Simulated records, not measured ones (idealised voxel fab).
Process module name: voxel trench capacitor
FYI the section here is cut, 285 nm wide, cells are 5 nm squares.
Think of the cross-section as a grid of square cells. We describe it in bands, top to bottom, and each band covers one or more rows of those cells.
What a band's entry tells you: where the top is and where the bottom is, as heights in nm, and after that what lies inside, material by material from left to right, each with its width in nm. Empty space is written as the word "empty", and a single material marked with the word "all across" occupies the band from edge to edge.
Convention: height 0 is the level below which the wafer, as received, is all one material. The lowest band does not terminate at the bottom but continues downward, represented as "0..down".
A two-number width, for instance "30..40", indicates that the width is equal to the first number in the top row of the band and to the second number in the bottom row, and that it changes by a constant amount per row of cells.
Reading "everything unchanged" for a step: not a cell of the cross-section changed in it.
In the "Sealed internal cavities" entry, you get each enclosed empty space of 8 cells or more, one with no open way to the top, written width x height at distance, distance from the left edge, in nm.
after a step's settings: what the simulator itself notes on the step
If you see "overlay nm" on a step's line and that step has a mask, it's telling you how far right of where it was planned the mask ended up; a negative number means it went left instead.
## Steps in the process plan
1: op RECEIVE | material Si
2: op CONFORMAL_DEP | material SiN | thk nm 10
3: op MASKED_ETCH | tone open | mask id TRENCH | width nm 15 | pitch nm 35 | etch materials SiN | depth nm 10 | overlay nm 0
4: op MASKED_ETCH | tone open | mask id TRENCH | width nm 15 | pitch nm 35 | etch materials Si | depth nm 25 | overlay nm 0
5: op CONFORMAL_DEP | material Al2O3 | thk nm 5
6: op FILL_DEP | material polySi | thk nm 10
7: op CMP | height nm 10
## Cross-section of the wafer at receipt, which is the condition after step 1
> 0..down | Si all across
> Sealed internal cavities: none
## The first of the two wafers as seen in cross-section once the module was finished; processing followed the plan
> 10..0 | SiN: 115, Al2O3: 5, polySi: 5, Al2O3: 5, SiN: 20, Al2O3: 5, polySi: 5, Al2O3: 5, SiN: 120
> 0..-20 | Si: 115, Al2O3: 5, polySi: 5, Al2O3: 5, Si: 20, Al2O3: 5, polySi: 5, Al2O3: 5, Si: 120
> -20..-25 | Si: 115, Al2O3: 15, Si: 20, Al2O3: 15, Si: 120
> -25..down | Si all across
> Sealed internal cavities: none
## Now the second wafer, cross-sectioned at the end of the module. Nothing different at the start, nothing different in the plan compared with the first, just one mistake when it was actually run
> 10..0 | SiN: 115, Al2O3: 5, SiN: 5, Al2O3: 5, SiN: 20, Al2O3: 5, SiN: 5, Al2O3: 5, SiN: 120
> 0..-20 | Si: 115, Al2O3: 5, SiN: 5, Al2O3: 5, Si: 20, Al2O3: 5, SiN: 5, Al2O3: 5, Si: 120
> -20..-25 | Si: 115, Al2O3: 15, Si: 20, Al2O3: 15, Si: 120
> -25..down | Si all across
> Sealed internal cavities: none
Run error: step 6, actual vs plan mismatch, actual run op FILL_DEP | material SiN | thk nm 10
Final difference in cells, second wafer against first, listed per material as more or fewer: +12 SiN, -12 polySi
